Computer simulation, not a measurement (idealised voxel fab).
The process module that follows is named voxel gate over fins.
Pictured: cross-section cut, 240 nm wide, on a grid of 5 nm square cells.
Reading order for cross-sections: top band down to bottom band. Underlying form: a grid of square cells. Band size: one or more rows of cells. First you get the band's top height and its bottom height, in nm, and then the materials it's made of, left to right, with each width in nm. If you see a single material with "throughout", that one covers the band edge to edge. "empty" is empty space. The level at which height equals 0 is the one under which the wafer, as it arrives, is entirely one material. No lower edge exists for the bottom band, which continues downward and is notated as in "0 -> down". A width given as "30->40" starts at the first number in the band's top row and ends at the second number in its bottom row, shifting by an equal amount at every step from row to row. "same as before" for a step: no cell of the cross-section changed in that step. Empty spaces counting at least 8 cells and having no open way to the top are listed in "Sealed voids". The notation width x height at distance is used for each, the distance being from the left edge and all three values in nm. On each step's line, the part that comes after the settings is the simulator's own comment on the step. You can add "overlay nm" to a step's line. For a step with a mask, it describes how far the mask lay to the right of its planned position, and a negative number describes a lay to the left.
So here's the lineup of process steps we planned:
- 1: RECEIVE [material Si]
- 2: CONFORMAL_DEP [material SiN] [thk nm 5]
- 3: PATTERN [tone cover] [mask id FINS] [material resist] [width nm 15] [pitch nm 55] [thk nm 20] [overlay nm 0]
- 4: DIRECTIONAL_ETCH [etch materials SiN] [depth nm 5]
- 5: DIRECTIONAL_ETCH [etch materials Si] [depth nm 40]
- 6: STRIP [etch materials resist]
- 7: FILL_DEP [material SiO2] [thk nm 5]
- 8: CMP [height nm 5]
- 9: MASKED_ETCH [tone open] [mask id RAIL] [width nm 15] [etch materials SiO2] [depth nm 40] [overlay nm 0]
- 10: CONFORMAL_DEP [material TiN] [thk nm 5]
- 11: FILL_DEP [material W] [thk nm 10]
- 12: CMP [height nm 5]
- 13: SELECTIVE_ETCH [etch materials W Ru TiN] [depth nm 25]
- 14: FILL_DEP [material SiO2] [thk nm 5]
- 15: CMP [height nm 5]
- 16: SELECTIVE_ETCH [etch materials SiO2] [depth nm 20]
- 17: STRIP [etch materials SiN]
- 18: CONFORMAL_DEP [material HfO2] [thk nm 5]
- 19: CONFORMAL_DEP [material TiN] [thk nm 5]
- 20: CONFORMAL_DEP [material TiAl] [thk nm 5]
- 21: CONFORMAL_DEP [material TiN] [thk nm 5]
- 22: FILL_DEP [material W] [thk nm 15]
- 23: CMP [height nm 30]
- 24: CONFORMAL_DEP [material SiCN] [thk nm 5]
On the first of the two wafers: run conducted according to plan:
Wafer at receipt (post step 1), cross-section:
0 -> down  Si throughout
Sealed voids: none
Presented here is a cross-section of the wafer after step 2 has been performed:
5 -> 0  SiN throughout
Below 0, no change.
Presented here is a cross-section of the wafer after step 3 has been performed:
25 -> 5  empty=55; resist=15; empty=40; resist=15; empty=40; resist=15; empty=60
Below 5, no change.
Presented here is a cross-section of the wafer after step 4 has been performed:
25 -> 5  empty=55; resist=15; empty=40; resist=15; empty=40; resist=15; empty=60
5 -> 0  empty=55; SiN=15; empty=40; SiN=15; empty=40; SiN=15; empty=60
Below 0, no change.
Presented here is a cross-section of the wafer after step 5 has been performed:
25 -> 5  empty=55; resist=15; empty=40; resist=15; empty=40; resist=15; empty=60
5 -> 0  empty=55; SiN=15; empty=40; SiN=15; empty=40; SiN=15; empty=60
0 -> -40  empty=55; Si=15; empty=40; Si=15; empty=40; Si=15; empty=60
Below -40, no change.
Presented here is a cross-section of the wafer after step 6 has been performed:
5 -> 0  empty=55; SiN=15; empty=40; SiN=15; empty=40; SiN=15; empty=60
Below 0, no change.
Presented here is a cross-section of the wafer after step 7 has been performed:
10 -> 5  SiO2 throughout
5 -> 0  SiO2=55; SiN=15; SiO2=40; SiN=15; SiO2=40; SiN=15; SiO2=60
0 -> -40  SiO2=55; Si=15; SiO2=40; Si=15; SiO2=40; Si=15; SiO2=60
Below -40, no change.
Presented here is a cross-section of the wafer after step 8 has been performed:
5 -> 0  SiO2=55; SiN=15; SiO2=40; SiN=15; SiO2=40; SiN=15; SiO2=60
Below 0, no change.
Presented here is a cross-section of the wafer after step 9 has been performed:
5 -> 0  SiO2=55; SiN=15; SiO2=10; empty=15; SiO2=15; SiN=15; SiO2=40; SiN=15; SiO2=60
0 -> -35  SiO2=55; Si=15; SiO2=10; empty=15; SiO2=15; Si=15; SiO2=40; Si=15; SiO2=60
Below -35, no change.
Presented here is a cross-section of the wafer after step 10 has been performed:
10 -> 5  TiN=85; empty=5; TiN=150
5 -> 0  SiO2=55; SiN=15; SiO2=10; TiN=5; empty=5; TiN=5; SiO2=15; SiN=15; SiO2=40; SiN=15; SiO2=60
0 -> -30  SiO2=55; Si=15; SiO2=10; TiN=5; empty=5; TiN=5; SiO2=15; Si=15; SiO2=40; Si=15; SiO2=60
-30 -> -35  SiO2=55; Si=15; SiO2=10; TiN=15; SiO2=15; Si=15; SiO2=40; Si=15; SiO2=60
Below -35, no change.
Presented here is a cross-section of the wafer after step 11 has been performed:
20 -> 10  W throughout
10 -> 5  TiN=85; W=5; TiN=150
5 -> 0  SiO2=55; SiN=15; SiO2=10; TiN=5; W=5; TiN=5; SiO2=15; SiN=15; SiO2=40; SiN=15; SiO2=60
0 -> -30  SiO2=55; Si=15; SiO2=10; TiN=5; W=5; TiN=5; SiO2=15; Si=15; SiO2=40; Si=15; SiO2=60
Below -30, no change.
Presented here is a cross-section of the wafer after step 12 has been performed:
5 -> 0  SiO2=55; SiN=15; SiO2=10; TiN=5; W=5; TiN=5; SiO2=15; SiN=15; SiO2=40; SiN=15; SiO2=60
Below 0, no change.
Presented here is a cross-section of the wafer after step 13 has been performed:
5 -> 0  SiO2=55; SiN=15; SiO2=10; empty=15; SiO2=15; SiN=15; SiO2=40; SiN=15; SiO2=60
0 -> -20  SiO2=55; Si=15; SiO2=10; empty=15; SiO2=15; Si=15; SiO2=40; Si=15; SiO2=60
Below -20, no change.
Presented here is a cross-section of the wafer after step 14 has been performed:
10 -> 5  SiO2 throughout
5 -> 0  SiO2=55; SiN=15; SiO2=40; SiN=15; SiO2=40; SiN=15; SiO2=60
0 -> -20  SiO2=55; Si=15; SiO2=40; Si=15; SiO2=40; Si=15; SiO2=60
Below -20, no change.
Presented here is a cross-section of the wafer after step 15 has been performed:
5 -> 0  SiO2=55; SiN=15; SiO2=40; SiN=15; SiO2=40; SiN=15; SiO2=60
Below 0, no change.
Presented here is a cross-section of the wafer after step 16 has been performed:
5 -> 0  empty=55; SiN=15; empty=40; SiN=15; empty=40; SiN=15; empty=60
0 -> -15  empty=55; Si=15; empty=40; Si=15; empty=40; Si=15; empty=60
Below -15, no change.
Presented here is a cross-section of the wafer after step 17 has been performed:
0 -> -15  empty=55; Si=15; empty=40; Si=15; empty=40; Si=15; empty=60
Below -15, no change.
Presented here is a cross-section of the wafer after step 18 has been performed:
5 -> 0  empty=50; HfO2=25; empty=30; HfO2=25; empty=30; HfO2=25; empty=55
0 -> -10  empty=50; HfO2=5; Si=15; HfO2=5; empty=30; HfO2=5; Si=15; HfO2=5; empty=30; HfO2=5; Si=15; HfO2=5; empty=55
-10 -> -15  HfO2=55; Si=15; HfO2=40; Si=15; HfO2=40; Si=15; HfO2=60
Below -15, no change.
Presented here is a cross-section of the wafer after step 19 has been performed:
10 -> 5  empty=45; TiN=35; empty=20; TiN=35; empty=20; TiN=35; empty=50
5 -> 0  empty=45; TiN=5; HfO2=25; TiN=5; empty=20; TiN=5; HfO2=25; TiN=5; empty=20; TiN=5; HfO2=25; TiN=5; empty=50
0 -> -5  empty=45; TiN=5; HfO2=5; Si=15; HfO2=5; TiN=5; empty=20; TiN=5; HfO2=5; Si=15; HfO2=5; TiN=5; empty=20; TiN=5; HfO2=5; Si=15; HfO2=5; TiN=5; empty=50
-5 -> -10  TiN=50; HfO2=5; Si=15; HfO2=5; TiN=30; HfO2=5; Si=15; HfO2=5; TiN=30; HfO2=5; Si=15; HfO2=5; TiN=55
Below -10, no change.
Presented here is a cross-section of the wafer after step 20 has been performed:
15 -> 10  empty=40; TiAl=45; empty=10; TiAl=45; empty=10; TiAl=45; empty=45
10 -> 5  empty=40; TiAl=5; TiN=35; TiAl=5; empty=10; TiAl=5; TiN=35; TiAl=5; empty=10; TiAl=5; TiN=35; TiAl=5; empty=45
5 -> 0  empty=40; TiAl=5; TiN=5; HfO2=25; TiN=5; TiAl=5; empty=10; TiAl=5; TiN=5; HfO2=25; TiN=5; TiAl=5; empty=10; TiAl=5; TiN=5; HfO2=25; TiN=5; TiAl=5; empty=45
0 -> -5  TiAl=45; TiN=5; HfO2=5; Si=15; HfO2=5; TiN=5; TiAl=20; TiN=5; HfO2=5; Si=15; HfO2=5; TiN=5; TiAl=20; TiN=5; HfO2=5; Si=15; HfO2=5; TiN=5; TiAl=50
Below -5, no change.
Presented here is a cross-section of the wafer after step 21 has been performed:
20 -> 15  empty=35; TiN=165; empty=40
15 -> 10  empty=35; TiN=5; TiAl=45; TiN=10; TiAl=45; TiN=10; TiAl=45; TiN=5; empty=40
10 -> 5  empty=35; TiN=5; TiAl=5; TiN=35; TiAl=5; TiN=10; TiAl=5; TiN=35; TiAl=5; TiN=10; TiAl=5; TiN=35; TiAl=5; TiN=5; empty=40
5 -> 0  TiN=40; TiAl=5; TiN=5; HfO2=25; TiN=5; TiAl=5; TiN=10; TiAl=5; TiN=5; HfO2=25; TiN=5; TiAl=5; TiN=10; TiAl=5; TiN=5; HfO2=25; TiN=5; TiAl=5; TiN=45
Below 0, no change.
Presented here is a cross-section of the wafer after step 22 has been performed:
35 -> 20  W throughout
20 -> 15  W=35; TiN=165; W=40
15 -> 10  W=35; TiN=5; TiAl=45; TiN=10; TiAl=45; TiN=10; TiAl=45; TiN=5; W=40
10 -> 5  W=35; TiN=5; TiAl=5; TiN=35; TiAl=5; TiN=10; TiAl=5; TiN=35; TiAl=5; TiN=10; TiAl=5; TiN=35; TiAl=5; TiN=5; W=40
Below 5, no change.
Presented here is a cross-section of the wafer after step 23 has been performed:
30 -> 20  W throughout
Below 20, no change.
Presented here is a cross-section of the wafer after step 24 has been performed:
35 -> 30  SiCN throughout
Below 30, no change.
Wafer two of the pair: same origin, same plan, one error during the run; identical to wafer one up to and including step 19:
The second wafer cut through, at the time step 20 was supposed to be finished:
15 -> 5  empty=40; TiN=45; empty=10; TiN=45; empty=10; TiN=45; empty=45
5 -> 0  empty=40; TiN=10; HfO2=25; TiN=10; empty=10; TiN=10; HfO2=25; TiN=10; empty=10; TiN=10; HfO2=25; TiN=10; empty=45
0 -> -10  TiN=50; HfO2=5; Si=15; HfO2=5; TiN=30; HfO2=5; Si=15; HfO2=5; TiN=30; HfO2=5; Si=15; HfO2=5; TiN=55
Below -10, no change.
The second wafer cut through, at the time step 21 was supposed to be finished:
20 -> 15  empty=35; TiAl=165; empty=40
15 -> 5  empty=35; TiAl=5; TiN=45; TiAl=10; TiN=45; TiAl=10; TiN=45; TiAl=5; empty=40
5 -> 0  TiAl=40; TiN=10; HfO2=25; TiN=10; TiAl=10; TiN=10; HfO2=25; TiN=10; TiAl=10; TiN=10; HfO2=25; TiN=10; TiAl=45
Below 0, no change.
The second wafer cut through, at the time step 22 was supposed to be finished:
35 -> 20  W throughout
20 -> 15  W=35; TiAl=165; W=40
15 -> 5  W=35; TiAl=5; TiN=45; TiAl=10; TiN=45; TiAl=10; TiN=45; TiAl=5; W=40
Below 5, no change.
The second wafer cut through, at the time step 23 was supposed to be finished:
30 -> 20  W throughout
Below 20, no change.
The second wafer cut through, at the time step 24 was supposed to be finished:
35 -> 30  SiCN throughout
Below 30, no change.
Want to know what went wrong? ran 20 and 21 in swapped order versus the plan
If you tally the cells, the second wafer ends up with the same amount of every material as the first; it's all just sitting in different places.
